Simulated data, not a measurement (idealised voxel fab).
process module | voxel quadruple lines
cross-section cut | 290 nm wide | cells 5 nm
A cross-section is a grid of square cells, given in bands from the top down. A band is one or more rows of cells.
Each band's line starts with the height of the band's top and of its bottom, in nm. Then come its materials from left to right, each with its width in nm. One material with "throughout" fills the band from edge to edge. "air" is empty space.
Height 0 is the level under which the wafer as received is all one material. The lowest band goes on downwards, as in "0 down".
A width such as "30 to 40" changes by the same amount from each row of cells to the next, from the band's top row to its bottom row.
"no change" after a step means that no cell of the cross-section changed.
closed voids: empty space of 8 cells or more with no open way to the top, each as width x height at its distance from the left edge, in nm
after a step's settings: what the simulator itself notes on the step
overlay nm, on a step with a mask: how far to the right of its planned place the mask lay; to the left if negative
Each pair below shows a cross-section before one step and the cross-section after it, down to the lowest band that changed. The line under each pair gives the step between them, with its settings. The pairs can come from different runs of this module on the same starting wafer, so a pair continues from the pair above only where its "before" says so.
before
  0 down: Si throughout
  closed voids: none
after
  10 to 0: SiO2 throughout
  below 0: unchanged
  closed voids: none
the step between: op CONFORMAL_DEP | material SiO2 | thk nm 10
before: the cross-section after the pair above
after
  25 to 10: TiN throughout
  below 10: unchanged
  closed voids: none
the step between: op DIRECTIONAL_DEP | material TiN | thk nm 15
before: the cross-section after the pair above
after
  45 to 25: polySi throughout
  below 25: unchanged
  closed voids: none
the step between: op DIRECTIONAL_DEP | material polySi | thk nm 20
before: the cross-section after the pair above
after
  65 to 45: aC throughout
  below 45: unchanged
  closed voids: none
the step between: op DIRECTIONAL_DEP | material aC | thk nm 20
before: the cross-section after the pair above
after
  90 to 65: air 125 | resist 35 | air 130
  below 65: unchanged
  closed voids: none
the step between: op PATTERN | tone cover | mask id MANDREL | material resist | width nm 35 | thk nm 25 | overlay nm 0
before: the cross-section after the pair above
after
  70 to 65: air 125 | resist 35 | air 130
  65 to 45: air 125 | aC 35 | air 130
  below 45: unchanged
  closed voids: none
the step between: op DIRECTIONAL_ETCH | etch materials aC | depth nm 20
before: the cross-section after the pair above
after
  65 to 45: air 125 | aC 35 | air 130
  below 45: unchanged
  closed voids: none
the step between: op STRIP | etch materials resist
before: the cross-section after the pair above
after
  80 to 65: air 110 | SiO2 65 | air 115
  65 to 60: air 110 | SiO2 15 | aC 35 | SiO2 15 | air 115
  60 to 45: SiO2 125 | aC 35 | SiO2 130
  below 45: unchanged
  closed voids: none
the step between: op CONFORMAL_DEP | material SiO2 | thk nm 15
before: the cross-section after the pair above
after
  65 to 45: air 110 | SiO2 15 | aC 35 | SiO2 15 | air 115
  below 45: unchanged
  closed voids: none
the step between: op DIRECTIONAL_ETCH | etch materials SiO2 | depth nm 15
before: the cross-section after the pair above
after
  65 to 45: air 110 | SiO2 15 | air 35 | SiO2 15 | air 115
  below 45: unchanged
  closed voids: none
the step between: op STRIP | etch materials aC
before: the cross-section after the pair above
after
  65 to 45: air 110 | SiO2 15 | air 35 | SiO2 15 | air 115
  45 to 25: air 110 | polySi 15 | air 35 | polySi 15 | air 115
  below 25: unchanged
  closed voids: none
the step between: op DIRECTIONAL_ETCH | etch materials polySi | depth nm 20
before: the cross-section after the pair above
after
  45 to 25: air 110 | polySi 15 | air 35 | polySi 15 | air 115
  below 25: unchanged
  closed voids: none
the step between: op STRIP | etch materials SiO2
before: the cross-section after the pair above
after
  55 to 45: air 100 | SiN 35 | air 15 | SiN 35 | air 105
  45 to 35: air 100 | SiN 10 | polySi 15 | SiN 10 | air 15 | SiN 10 | polySi 15 | SiN 10 | air 105
  35 to 25: SiN 110 | polySi 15 | SiN 35 | polySi 15 | SiN 115
  below 25: unchanged
  closed voids: none
the step between: op CONFORMAL_DEP | material SiN | thk nm 10
before: the cross-section after the pair above
after
  45 to 25: air 100 | SiN 10 | polySi 15 | SiN 10 | air 15 | SiN 10 | polySi 15 | SiN 10 | air 105
  below 25: unchanged
  closed voids: none
the step between: op DIRECTIONAL_ETCH | etch materials SiN | depth nm 10
before: the cross-section after the pair above
after
  45 to 25: air 100 | SiN 10 | air 15 | SiN 10 | air 15 | SiN 10 | air 15 | SiN 10 | air 105
  below 25: unchanged
  closed voids: none
the step between: op STRIP | etch materials polySi
before: the cross-section after the pair above
after
  45 to 25: air 100 | SiN 10 | air 15 | SiN 10 | air 15 | SiN 10 | air 15 | SiN 10 | air 105
  25 to 10: air 100 | TiN 10 | air 15 | TiN 10 | air 15 | TiN 10 | air 15 | TiN 10 | air 105
  below 10: unchanged
  closed voids: none
the step between: op DIRECTIONAL_ETCH | etch materials TiN | depth nm 15
before: the cross-section after the pair above
after
  25 to 10: air 100 | TiN 10 | air 15 | TiN 10 | air 15 | TiN 10 | air 15 | TiN 10 | air 105
  below 10: unchanged
  closed voids: none
the step between: op STRIP | etch materials SiN
before: the cross-section after the pair above
after
  35 to 25: lowk throughout
  25 to 10: lowk 100 | TiN 10 | lowk 15 | TiN 10 | lowk 15 | TiN 10 | lowk 15 | TiN 10 | lowk 105
  below 10: unchanged
  closed voids: none
the step between: op FILL_DEP | material lowk | thk nm 10
before: the cross-section after the pair above
after
  25 to 10: lowk 100 | TiN 10 | lowk 15 | TiN 10 | lowk 15 | TiN 10 | lowk 15 | TiN 10 | lowk 105
  below 10: unchanged
  closed voids: none
the step between: op CMP | height nm 25
before
  0 down: Si throughout
  closed voids: none
after
  15 to 0: TiN throughout
  below 0: unchanged
  closed voids: none
the step between: op DIRECTIONAL_DEP | material TiN | thk nm 15
before: the cross-section after the pair above
after
  35 to 15: polySi throughout
  below 15: unchanged
  closed voids: none
the step between: op DIRECTIONAL_DEP | material polySi | thk nm 20
before: the cross-section after the pair above
after
  55 to 35: aC throughout
  below 35: unchanged
  closed voids: none
the step between: op DIRECTIONAL_DEP | material aC | thk nm 20
before: the cross-section after the pair above
after
  80 to 55: air 125 | resist 35 | air 130
  below 55: unchanged
  closed voids: none
the step between: op PATTERN | tone cover | mask id MANDREL | material resist | width nm 35 | thk nm 25 | overlay nm 0
before: the cross-section after the pair above
after
  60 to 55: air 125 | resist 35 | air 130
  55 to 35: air 125 | aC 35 | air 130
  below 35: unchanged
  closed voids: none
the step between: op DIRECTIONAL_ETCH | etch materials aC | depth nm 20
before: the cross-section after the pair above
after
  55 to 35: air 125 | aC 35 | air 130
  below 35: unchanged
  closed voids: none
the step between: op STRIP | etch materials resist
before: the cross-section after the pair above
after
  70 to 55: air 110 | SiO2 65 | air 115
  55 to 50: air 110 | SiO2 15 | aC 35 | SiO2 15 | air 115
  50 to 35: SiO2 125 | aC 35 | SiO2 130
  below 35: unchanged
  closed voids: none
the step between: op CONFORMAL_DEP | material SiO2 | thk nm 15
before: the cross-section after the pair above
after
  55 to 35: air 110 | SiO2 15 | aC 35 | SiO2 15 | air 115
  below 35: unchanged
  closed voids: none
the step between: op DIRECTIONAL_ETCH | etch materials SiO2 | depth nm 15
before: the cross-section after the pair above
after
  55 to 35: air 110 | SiO2 15 | air 35 | SiO2 15 | air 115
  below 35: unchanged
  closed voids: none
the step between: op STRIP | etch materials aC
before: the cross-section after the pair above
after
  55 to 35: air 110 | SiO2 15 | air 35 | SiO2 15 | air 115
  35 to 15: air 110 | polySi 15 | air 35 | polySi 15 | air 115
  below 15: unchanged
  closed voids: none
the step between: op DIRECTIONAL_ETCH | etch materials polySi | depth nm 20
before: the cross-section after the pair above
after
  35 to 15: air 110 | polySi 15 | air 35 | polySi 15 | air 115
  below 15: unchanged
  closed voids: none
the step between: op STRIP | etch materials SiO2
before: the cross-section after the pair above
after
  45 to 35: air 100 | SiN 35 | air 15 | SiN 35 | air 105
  35 to 25: air 100 | SiN 10 | polySi 15 | SiN 10 | air 15 | SiN 10 | polySi 15 | SiN 10 | air 105
  25 to 15: SiN 110 | polySi 15 | SiN 35 | polySi 15 | SiN 115
  below 15: unchanged
  closed voids: none
the step between: op CONFORMAL_DEP | material SiN | thk nm 10
before: the cross-section after the pair above
after
  35 to 15: air 100 | SiN 10 | polySi 15 | SiN 10 | air 15 | SiN 10 | polySi 15 | SiN 10 | air 105
  below 15: unchanged
  closed voids: none
the step between: op DIRECTIONAL_ETCH | etch materials SiN | depth nm 10
before: the cross-section after the pair above
after
  35 to 15: air 100 | SiN 10 | air 15 | SiN 10 | air 15 | SiN 10 | air 15 | SiN 10 | air 105
  below 15: unchanged
  closed voids: none
the step between: op STRIP | etch materials polySi
before: the cross-section after the pair above
after
  35 to 15: air 100 | SiN 10 | air 15 | SiN 10 | air 15 | SiN 10 | air 15 | SiN 10 | air 105
  15 to 0: air 100 | TiN 10 | air 15 | TiN 10 | air 15 | TiN 10 | air 15 | TiN 10 | air 105
  below 0: unchanged
  closed voids: none
the step between: op DIRECTIONAL_ETCH | etch materials TiN | depth nm 15
before: the cross-section after the pair above
after
  15 to 0: air 100 | TiN 10 | air 15 | TiN 10 | air 15 | TiN 10 | air 15 | TiN 10 | air 105
  below 0: unchanged
  closed voids: none
the step between: op STRIP | etch materials SiN
before: the cross-section after the pair above
after
  25 to 15: lowk throughout
  15 to 0: lowk 100 | TiN 10 | lowk 15 | TiN 10 | lowk 15 | TiN 10 | lowk 15 | TiN 10 | lowk 105
  below 0: unchanged
  closed voids: none
the step between: op FILL_DEP | material lowk | thk nm 10
before
  10 to 0: SiO2 throughout
  0 down: Si throughout
  closed voids: none
after
  30 to 10: polySi throughout
  below 10: unchanged
  closed voids: none
the step between: op DIRECTIONAL_DEP | material polySi | thk nm 20
before: the cross-section after the pair above
after
  45 to 30: TiN throughout
  below 30: unchanged
  closed voids: none
the step between: op DIRECTIONAL_DEP | material TiN | thk nm 15
before: the cross-section after the pair above
after
  65 to 45: aC throughout
  below 45: unchanged
  closed voids: none
the step between: op DIRECTIONAL_DEP | material aC | thk nm 20
before: the cross-section after the pair above
after
  90 to 65: air 125 | resist 35 | air 130
  below 65: unchanged
  closed voids: none
the step between: op PATTERN | tone cover | mask id MANDREL | material resist | width nm 35 | thk nm 25 | overlay nm 0
before: the cross-section after the pair above
after
  70 to 65: air 125 | resist 35 | air 130
  65 to 45: air 125 | aC 35 | air 130
  below 45: unchanged
  closed voids: none
the step between: op DIRECTIONAL_ETCH | etch materials aC | depth nm 20
before: the cross-section after the pair above
after
  65 to 45: air 125 | aC 35 | air 130
  below 45: unchanged
  closed voids: none
the step between: op STRIP | etch materials resist
before: the cross-section after the pair above
after
  80 to 65: air 110 | SiO2 65 | air 115
  65 to 60: air 110 | SiO2 15 | aC 35 | SiO2 15 | air 115
  60 to 45: SiO2 125 | aC 35 | SiO2 130
  below 45: unchanged
  closed voids: none
the step between: op CONFORMAL_DEP | material SiO2 | thk nm 15
before: the cross-section after the pair above
after
  65 to 45: air 110 | SiO2 15 | aC 35 | SiO2 15 | air 115
  below 45: unchanged
  closed voids: none
the step between: op DIRECTIONAL_ETCH | etch materials SiO2 | depth nm 15
before: the cross-section after the pair above
after
  65 to 45: air 110 | SiO2 15 | air 35 | SiO2 15 | air 115
  below 45: unchanged
  closed voids: none
the step between: op STRIP | etch materials aC
before: the cross-section after the pair above
after
  45 to 30: TiN throughout
  below 30: unchanged
  closed voids: none
the step between: op STRIP | etch materials SiO2
before: the cross-section after the pair above
after
  55 to 45: SiN throughout
  below 45: unchanged
  closed voids: none
the step between: op CONFORMAL_DEP | material SiN | thk nm 10
before: the cross-section after the pair above
after
  45 to 30: TiN throughout
  below 30: unchanged
  closed voids: none
the step between: op DIRECTIONAL_ETCH | etch materials SiN | depth nm 10
before: the cross-section after the pair above
after
  30 to 10: polySi throughout
  below 10: unchanged
  closed voids: none
the step between: op DIRECTIONAL_ETCH | etch materials TiN | depth nm 15
before: the cross-section after the pair above
after
  40 to 30: lowk throughout
  below 30: unchanged
  closed voids: none
the step between: op FILL_DEP | material lowk | thk nm 10
before: the cross-section after the pair above
after
  25 to 10: polySi throughout
  below 10: unchanged
  closed voids: none
the step between: op CMP | height nm 25
before
  35 to 25: lowk throughout
  25 to 10: lowk 100 | TiN 10 | lowk 15 | TiN 10 | lowk 15 | TiN 10 | lowk 15 | TiN 10 | lowk 105
  10 to 0: SiO2 throughout
  0 down: Si throughout
  closed voids: none
after
  30 to 25: lowk throughout
  below 25: unchanged
  closed voids: none
the step between: op CMP | height nm 30
before
  65 to 45: aC throughout
  45 to 25: polySi throughout
  25 to 10: TiN throughout
  10 to 0: SiO2 throughout
  0 down: Si throughout
  closed voids: none
after
  90 to 65: air 130 | resist 25 | air 135
  below 65: unchanged
  closed voids: none
the step between: op PATTERN | tone cover | mask id MANDREL | material resist | width nm 25 | thk nm 25 | overlay nm 0
before: the cross-section after the pair above
after
  70 to 65: air 130 | resist 25 | air 135
  65 to 45: air 130 | aC 25 | air 135
  below 45: unchanged
  closed voids: none
the step between: op DIRECTIONAL_ETCH | etch materials aC | depth nm 20
before: the cross-section after the pair above
after
  65 to 45: air 130 | aC 25 | air 135
  below 45: unchanged
  closed voids: none
the step between: op STRIP | etch materials resist
before: the cross-section after the pair above
after
  80 to 65: air 115 | SiO2 55 | air 120
  65 to 60: air 115 | SiO2 15 | aC 25 | SiO2 15 | air 120
  60 to 45: SiO2 130 | aC 25 | SiO2 135
  below 45: unchanged
  closed voids: none
the step between: op CONFORMAL_DEP | material SiO2 | thk nm 15
before: the cross-section after the pair above
after
  65 to 45: air 115 | SiO2 15 | aC 25 | SiO2 15 | air 120
  below 45: unchanged
  closed voids: none
the step between: op DIRECTIONAL_ETCH | etch materials SiO2 | depth nm 15
before: the cross-section after the pair above
after
  65 to 45: air 115 | SiO2 15 | air 25 | SiO2 15 | air 120
  below 45: unchanged
  closed voids: none
the step between: op STRIP | etch materials aC
before: the cross-section after the pair above
after
  65 to 45: air 115 | SiO2 15 | air 25 | SiO2 15 | air 120
  45 to 25: air 115 | polySi 15 | air 25 | polySi 15 | air 120
  below 25: unchanged
  closed voids: none
the step between: op DIRECTIONAL_ETCH | etch materials polySi | depth nm 20
before: the cross-section after the pair above
after
  45 to 25: air 115 | polySi 15 | air 25 | polySi 15 | air 120
  below 25: unchanged
  closed voids: none
the step between: op STRIP | etch materials SiO2
before: the cross-section after the pair above
after
  55 to 45: air 105 | SiN 35 | air 5 | SiN 35 | air 110
  45 to 35: air 105 | SiN 10 | polySi 15 | SiN 10 | air 5 | SiN 10 | polySi 15 | SiN 10 | air 110
  35 to 25: SiN 115 | polySi 15 | SiN 25 | polySi 15 | SiN 120
  below 25: unchanged
  closed voids: none
the step between: op CONFORMAL_DEP | material SiN | thk nm 10
before: the cross-section after the pair above
after
  45 to 25: air 105 | SiN 10 | polySi 15 | SiN 10 | air 5 | SiN 10 | polySi 15 | SiN 10 | air 110
  below 25: unchanged
  closed voids: none
the step between: op DIRECTIONAL_ETCH | etch materials SiN | depth nm 10
before: the cross-section after the pair above
after
  45 to 25: air 105 | SiN 10 | air 15 | SiN 10 | air 5 | SiN 10 | air 15 | SiN 10 | air 110
  below 25: unchanged
  closed voids: none
the step between: op STRIP | etch materials polySi
before: the cross-section after the pair above
after
  45 to 25: air 105 | SiN 10 | air 15 | SiN 10 | air 5 | SiN 10 | air 15 | SiN 10 | air 110
  25 to 10: air 105 | TiN 10 | air 15 | TiN 10 | air 5 | TiN 10 | air 15 | TiN 10 | air 110
  below 10: unchanged
  closed voids: none
the step between: op DIRECTIONAL_ETCH | etch materials TiN | depth nm 15
before: the cross-section after the pair above
after
  25 to 10: air 105 | TiN 10 | air 15 | TiN 10 | air 5 | TiN 10 | air 15 | TiN 10 | air 110
  below 10: unchanged
  closed voids: none
the step between: op STRIP | etch materials SiN
before: the cross-section after the pair above
after
  35 to 25: lowk throughout
  25 to 10: lowk 105 | TiN 10 | lowk 15 | TiN 10 | lowk 5 | TiN 10 | lowk 15 | TiN 10 | lowk 110
  below 10: unchanged
  closed voids: none
the step between: op FILL_DEP | material lowk | thk nm 10
before: the cross-section after the pair above
after
  25 to 10: lowk 105 | TiN 10 | lowk 15 | TiN 10 | lowk 5 | TiN 10 | lowk 15 | TiN 10 | lowk 110
  below 10: unchanged
  closed voids: none
the step between: op CMP | height nm 25
before
  65 to 45: aC throughout
  45 to 25: polySi throughout
  25 to 10: TiN throughout
  10 to 0: SiO2 throughout
  0 down: Si throughout
  closed voids: none
after
  90 to 65: air 115 | resist 35 | air 140
  below 65: unchanged
  closed voids: none
the step between: op PATTERN | tone cover | mask id MANDREL | material resist | width nm 35 | thk nm 25 | overlay nm -10
before: the cross-section after the pair above
after
  70 to 65: air 115 | resist 35 | air 140
  65 to 45: air 115 | aC 35 | air 140
  below 45: unchanged
  closed voids: none
the step between: op DIRECTIONAL_ETCH | etch materials aC | depth nm 20
before: the cross-section after the pair above
after
  65 to 45: air 115 | aC 35 | air 140
  below 45: unchanged
  closed voids: none
the step between: op STRIP | etch materials resist
before: the cross-section after the pair above
after
  80 to 65: air 100 | SiO2 65 | air 125
  65 to 60: air 100 | SiO2 15 | aC 35 | SiO2 15 | air 125
  60 to 45: SiO2 115 | aC 35 | SiO2 140
  below 45: unchanged
  closed voids: none
the step between: op CONFORMAL_DEP | material SiO2 | thk nm 15
before: the cross-section after the pair above
after
  65 to 45: air 100 | SiO2 15 | aC 35 | SiO2 15 | air 125
  below 45: unchanged
  closed voids: none
the step between: op DIRECTIONAL_ETCH | etch materials SiO2 | depth nm 15
before: the cross-section after the pair above
after
  65 to 45: air 100 | SiO2 15 | air 35 | SiO2 15 | air 125
  below 45: unchanged
  closed voids: none
the step between: op STRIP | etch materials aC
before: the cross-section after the pair above
after
  65 to 45: air 100 | SiO2 15 | air 35 | SiO2 15 | air 125
  45 to 25: air 100 | polySi 15 | air 35 | polySi 15 | air 125
  below 25: unchanged
  closed voids: none
the step between: op DIRECTIONAL_ETCH | etch materials polySi | depth nm 20
before: the cross-section after the pair above
after
  45 to 25: air 100 | polySi 15 | air 35 | polySi 15 | air 125
  below 25: unchanged
  closed voids: none
the step between: op STRIP | etch materials SiO2
before: the cross-section after the pair above
after
  55 to 45: air 90 | SiN 35 | air 15 | SiN 35 | air 115
  45 to 35: air 90 | SiN 10 | polySi 15 | SiN 10 | air 15 | SiN 10 | polySi 15 | SiN 10 | air 115
  35 to 25: SiN 100 | polySi 15 | SiN 35 | polySi 15 | SiN 125
  below 25: unchanged
  closed voids: none
the step between: op CONFORMAL_DEP | material SiN | thk nm 10
before: the cross-section after the pair above
after
  45 to 25: air 90 | SiN 10 | polySi 15 | SiN 10 | air 15 | SiN 10 | polySi 15 | SiN 10 | air 115
  below 25: unchanged
  closed voids: none
the step between: op DIRECTIONAL_ETCH | etch materials SiN | depth nm 10
before: the cross-section after the pair above
after
  45 to 25: air 90 | SiN 10 | air 15 | SiN 10 | air 15 | SiN 10 | air 15 | SiN 10 | air 115
  below 25: unchanged
  closed voids: none
the step between: op STRIP | etch materials polySi
before: the cross-section after the pair above
after
  45 to 25: air 90 | SiN 10 | air 15 | SiN 10 | air 15 | SiN 10 | air 15 | SiN 10 | air 115
  25 to 10: air 90 | TiN 10 | air 15 | TiN 10 | air 15 | TiN 10 | air 15 | TiN 10 | air 115
  below 10: unchanged
  closed voids: none
the step between: op DIRECTIONAL_ETCH | etch materials TiN | depth nm 15
before: the cross-section after the pair above
after
  25 to 10: air 90 | TiN 10 | air 15 | TiN 10 | air 15 | TiN 10 | air 15 | TiN 10 | air 115
  below 10: unchanged
  closed voids: none
the step between: op STRIP | etch materials SiN
before: the cross-section after the pair above
after
  35 to 25: lowk throughout
  25 to 10: lowk 90 | TiN 10 | lowk 15 | TiN 10 | lowk 15 | TiN 10 | lowk 15 | TiN 10 | lowk 115
  below 10: unchanged
  closed voids: none
the step between: op FILL_DEP | material lowk | thk nm 10
before: the cross-section after the pair above
after
  25 to 10: lowk 90 | TiN 10 | lowk 15 | TiN 10 | lowk 15 | TiN 10 | lowk 15 | TiN 10 | lowk 115
  below 10: unchanged
  closed voids: none
the step between: op CMP | height nm 25
before
  10 to 0: SiO2 throughout
  0 down: Si throughout
  closed voids: none
after
  25 to 10: aC throughout
  below 10: unchanged
  closed voids: none
the step between: op DIRECTIONAL_DEP | material aC | thk nm 15
before: the cross-section after the pair above
after
  45 to 25: polySi throughout
  below 25: unchanged
  closed voids: none
the step between: op DIRECTIONAL_DEP | material polySi | thk nm 20
before: the cross-section after the pair above
after
  65 to 45: aC throughout
  below 45: unchanged
  closed voids: none
the step between: op DIRECTIONAL_DEP | material aC | thk nm 20
before: the cross-section after the pair above
after
  90 to 65: air 125 | resist 35 | air 130
  below 65: unchanged
  closed voids: none
the step between: op PATTERN | tone cover | mask id MANDREL | material resist | width nm 35 | thk nm 25 | overlay nm 0
before: the cross-section after the pair above
after
  70 to 65: air 125 | resist 35 | air 130
  65 to 45: air 125 | aC 35 | air 130
  below 45: unchanged
  closed voids: none
the step between: op DIRECTIONAL_ETCH | etch materials aC | depth nm 20
before: the cross-section after the pair above
after
  65 to 45: air 125 | aC 35 | air 130
  below 45: unchanged
  closed voids: none
the step between: op STRIP | etch materials resist
before: the cross-section after the pair above
after
  80 to 65: air 110 | SiO2 65 | air 115
  65 to 60: air 110 | SiO2 15 | aC 35 | SiO2 15 | air 115
  60 to 45: SiO2 125 | aC 35 | SiO2 130
  below 45: unchanged
  closed voids: none
the step between: op CONFORMAL_DEP | material SiO2 | thk nm 15
before: the cross-section after the pair above
after
  65 to 45: air 110 | SiO2 15 | aC 35 | SiO2 15 | air 115
  below 45: unchanged
  closed voids: none
the step between: op DIRECTIONAL_ETCH | etch materials SiO2 | depth nm 15
before: the cross-section after the pair above
after
  65 to 45: air 110 | SiO2 15 | air 35 | SiO2 15 | air 115
  below 45: unchanged
  closed voids: none
the step between: op STRIP | etch materials aC
before: the cross-section after the pair above
after
  65 to 45: air 110 | SiO2 15 | air 35 | SiO2 15 | air 115
  45 to 25: air 110 | polySi 15 | air 35 | polySi 15 | air 115
  below 25: unchanged
  closed voids: none
the step between: op DIRECTIONAL_ETCH | etch materials polySi | depth nm 20
before: the cross-section after the pair above
after
  45 to 25: air 110 | polySi 15 | air 35 | polySi 15 | air 115
  below 25: unchanged
  closed voids: none
the step between: op STRIP | etch materials SiO2
before: the cross-section after the pair above
after
  55 to 45: air 100 | SiN 35 | air 15 | SiN 35 | air 105
  45 to 35: air 100 | SiN 10 | polySi 15 | SiN 10 | air 15 | SiN 10 | polySi 15 | SiN 10 | air 105
  35 to 25: SiN 110 | polySi 15 | SiN 35 | polySi 15 | SiN 115
  below 25: unchanged
  closed voids: none
the step between: op CONFORMAL_DEP | material SiN | thk nm 10
before: the cross-section after the pair above
after
  45 to 25: air 100 | SiN 10 | polySi 15 | SiN 10 | air 15 | SiN 10 | polySi 15 | SiN 10 | air 105
  below 25: unchanged
  closed voids: none
the step between: op DIRECTIONAL_ETCH | etch materials SiN | depth nm 10
before: the cross-section after the pair above
after
  45 to 25: air 100 | SiN 10 | air 15 | SiN 10 | air 15 | SiN 10 | air 15 | SiN 10 | air 105
  below 25: unchanged
  closed voids: none
the step between: op STRIP | etch materials polySi
before: the cross-section after the pair above
after
  25 to 10: aC throughout
  below 10: unchanged
  closed voids: none
the step between: op STRIP | etch materials SiN
before: the cross-section after the pair above
after
  35 to 25: lowk throughout
  below 25: unchanged
  closed voids: none
the step between: op FILL_DEP | material lowk | thk nm 10
before: the cross-section after the pair above
after
  25 to 10: aC throughout
  below 10: unchanged
  closed voids: none
the step between: op CMP | height nm 25
before
  65 to 45: aC throughout
  45 to 25: polySi throughout
  25 to 10: TiN throughout
  10 to 0: SiO2 throughout
  0 down: Si throughout
  closed voids: none
after
  90 to 65: resist 125 | air 35 | resist 130
  below 65: unchanged
  closed voids: none
the step between: op PATTERN | tone open | mask id MANDREL | material resist | width nm 35 | thk nm 25 | overlay nm 0
before: the cross-section after the pair above
after
  70 to 65: resist 125 | air 35 | resist 130
  65 to 45: aC 125 | air 35 | aC 130
  below 45: unchanged
  closed voids: none
the step between: op DIRECTIONAL_ETCH | etch materials aC | depth nm 20
before: the cross-section after the pair above
after
  65 to 45: aC 125 | air 35 | aC 130
  below 45: unchanged
  closed voids: none
the step between: op STRIP | etch materials resist
before: the cross-section after the pair above
after
  80 to 65: SiO2 140 | air 5 | SiO2 145
  65 to 60: aC 125 | SiO2 15 | air 5 | SiO2 15 | aC 130
  60 to 45: aC 125 | SiO2 35 | aC 130
  below 45: unchanged
  closed voids: none
the step between: op CONFORMAL_DEP | material SiO2 | thk nm 15
before: the cross-section after the pair above
after
  65 to 45: aC 125 | SiO2 15 | air 5 | SiO2 15 | aC 130
  below 45: unchanged
  closed voids: none
the step between: op DIRECTIONAL_ETCH | etch materials SiO2 | depth nm 15
before: the cross-section after the pair above
after
  65 to 45: air 125 | SiO2 15 | air 5 | SiO2 15 | air 130
  below 45: unchanged
  closed voids: none
the step between: op STRIP | etch materials aC
before: the cross-section after the pair above
after
  65 to 45: air 125 | SiO2 15 | air 5 | SiO2 15 | air 130
  45 to 25: air 125 | polySi 15 | air 5 | polySi 15 | air 130
  below 25: unchanged
  closed voids: none
the step between: op DIRECTIONAL_ETCH | etch materials polySi | depth nm 20
before: the cross-section after the pair above
after
  45 to 25: air 125 | polySi 15 | air 5 | polySi 15 | air 130
  below 25: unchanged
  closed voids: none
the step between: op STRIP | etch materials SiO2
before: the cross-section after the pair above
after
  55 to 45: air 115 | SiN 55 | air 120
  45 to 35: air 115 | SiN 10 | polySi 15 | SiN 5 | polySi 15 | SiN 10 | air 120
  35 to 25: SiN 125 | polySi 15 | SiN 5 | polySi 15 | SiN 130
  below 25: unchanged
  closed voids: none
the step between: op CONFORMAL_DEP | material SiN | thk nm 10
before: the cross-section after the pair above
after
  45 to 25: air 115 | SiN 10 | polySi 15 | SiN 5 | polySi 15 | SiN 10 | air 120
  below 25: unchanged
  closed voids: none
the step between: op DIRECTIONAL_ETCH | etch materials SiN | depth nm 10
before: the cross-section after the pair above
after
  45 to 25: air 115 | SiN 10 | air 15 | SiN 5 | air 15 | SiN 10 | air 120
  below 25: unchanged
  closed voids: none
the step between: op STRIP | etch materials polySi
before: the cross-section after the pair above
after
  45 to 25: air 115 | SiN 10 | air 15 | SiN 5 | air 15 | SiN 10 | air 120
  25 to 10: air 115 | TiN 10 | air 15 | TiN 5 | air 15 | TiN 10 | air 120
  below 10: unchanged
  closed voids: none
the step between: op DIRECTIONAL_ETCH | etch materials TiN | depth nm 15
before: the cross-section after the pair above
after
  25 to 10: air 115 | TiN 10 | air 15 | TiN 5 | air 15 | TiN 10 | air 120
  below 10: unchanged
  closed voids: none
the step between: op STRIP | etch materials SiN
before: the cross-section after the pair above
after
  35 to 25: lowk throughout
  25 to 10: lowk 115 | TiN 10 | lowk 15 | TiN 5 | lowk 15 | TiN 10 | lowk 120
  below 10: unchanged
  closed voids: none
the step between: op FILL_DEP | material lowk | thk nm 10
before: the cross-section after the pair above
after
  25 to 10: lowk 115 | TiN 10 | lowk 15 | TiN 5 | lowk 15 | TiN 10 | lowk 120
  below 10: unchanged
  closed voids: none
the step between: op CMP | height nm 25
